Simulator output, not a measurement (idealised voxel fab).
This section sets out a process module, namely voxel capacitor over wiring.
The cross-section shown here is cut; it is 200 nm wide and divided into square cells measuring 5 nm on a side.
A cross-section is written here as square cells arranged in a grid, and it is given in bands from the top down, each band taking up one or more rows of cells. Quick guide to a band line: top height, bottom height (nm) up front; then every material left to right with its width in nm. Only one material and it's marked "all across"? Then it fills the band edge to edge. And "empty" just means empty space. Note: height 0 marks the level under which the wafer is uniformly one material as received. Lowest band unbounded below, written "z 0 and below". With a width like "30..40", each row of cells in the band differs from the next by the same amount, the top row carrying the first number and the bottom row the second. Take "changes: none" at face value: in the step it is given for, the cross-section changed in none of its cells. The list in "Fully enclosed voids" covers empty spaces of 8 cells or more that cannot reach the top through any open way, and it gives each as width x height at distance; the distance is from the left edge, and width, height and distance are in nm. On a step's line, text after the settings is the simulator commenting on that step. overlay nm: how far to the right of its planned place the mask lay on this masked step (negative: to the left).
This section lists the process steps that were planned
1. RECEIVE, material Si
2. CONFORMAL_DEP, material SiO2, thk nm 15
3. DIRECTIONAL_DEP, material TiN, thk nm 5
4. DIRECTIONAL_DEP, material Ru, thk nm 20
5. DIRECTIONAL_DEP, material aC, thk nm 10
6. PATTERN, tone cover, mask id METAL_1, material resist, width nm 30, pitch nm 100, thk nm 25, overlay nm 0
7. DIRECTIONAL_ETCH, etch materials aC, depth nm 5
8. STRIP, etch materials resist
9. DIRECTIONAL_ETCH, etch materials Ru, depth nm 20
10. DIRECTIONAL_ETCH, etch materials TiN, depth nm 5
11. STRIP, etch materials aC
12. FILL_DEP, material lowk, thk nm 10
13. CMP, height nm 40
14. CONFORMAL_DEP, material SiCN, thk nm 5
15. DIRECTIONAL_DEP, material lowk, thk nm 15
16. DIRECTIONAL_DEP, material aC, thk nm 15
17. PATTERN, tone open, mask id PLUG_1, material resist, width nm 15, thk nm 35, overlay nm 0
18. DIRECTIONAL_ETCH, etch materials aC, depth nm 15
19. STRIP, etch materials resist
20. DIRECTIONAL_ETCH, etch materials lowk, depth nm 15
21. DIRECTIONAL_ETCH, etch materials SiCN, depth nm 5
22. STRIP, etch materials aC
23. EPI, material Ru, thk nm 10
24. EPI, material Ru, thk nm 10
25. DIRECTIONAL_DEP, material TiN, thk nm 10
26. DIRECTIONAL_DEP, material Al2O3, thk nm 5
27. DIRECTIONAL_DEP, material TiN, thk nm 5
28. PATTERN, tone cover, mask id UPPER_PLATE, material resist, width nm 75, thk nm 15, overlay nm 0
29. DIRECTIONAL_ETCH, etch materials TiN, depth nm 5
30. DIRECTIONAL_ETCH, etch materials Al2O3, depth nm 5
31. STRIP, etch materials resist
32. DIRECTIONAL_DEP, material aC, thk nm 10
33. PATTERN, tone cover, mask id LOWER_PLATE, material resist, width nm 85, thk nm 25, overlay nm 0
34. DIRECTIONAL_ETCH, etch materials aC, depth nm 10
35. STRIP, etch materials resist
36. DIRECTIONAL_ETCH, etch materials TiN, depth nm 10
37. STRIP, etch materials aC
38. FILL_DEP, material SiO2, thk nm 15
39. CMP, height nm 90
40. DIRECTIONAL_DEP, material aC, thk nm 15
41. PATTERN, tone open, mask id PLUG_2, material resist, width nm 15, thk nm 30, overlay nm 0
42. DIRECTIONAL_ETCH, etch materials aC, depth nm 15
43. STRIP, etch materials resist
44. DIRECTIONAL_ETCH, etch materials SiO2, depth nm 10
45. STRIP, etch materials aC
46. CONFORMAL_DEP, material TiN, thk nm 5
47. FILL_DEP, material Ru, thk nm 10
48. CMP, height nm 90
49. CONFORMAL_DEP, material SiCN, thk nm 5
Same starting wafers, different depth nm at step 7. Plan value belongs to the first wafer.
Incoming state of the first of several wafers in cross-section: after step 1
> z 0 and below  Si all across
> Fully enclosed voids: none
Wafer rows, end of module: cells per material gained (+) or lost (-) since receipt; closed voids last
depth nm 5; +15 Al2O3; +173 Ru; +77 SiCN; +290 SiO2; +94 TiN; +111 lowk; Fully enclosed voids: none
depth nm 10; +15 Al2O3; +61 Ru; +77 SiCN; +290 SiO2; +66 TiN; +251 lowk; Fully enclosed voids: none
depth nm 15; +15 Al2O3; +61 Ru; +77 SiCN; +290 SiO2; +66 TiN; +251 lowk; Fully enclosed voids: none
depth nm 20; +15 Al2O3; +61 Ru; +77 SiCN; +290 SiO2; +66 TiN; +251 lowk; Fully enclosed voids: none
depth nm 25; +15 Al2O3; +61 Ru; +77 SiCN; +290 SiO2; +66 TiN; +251 lowk; Fully enclosed voids: none
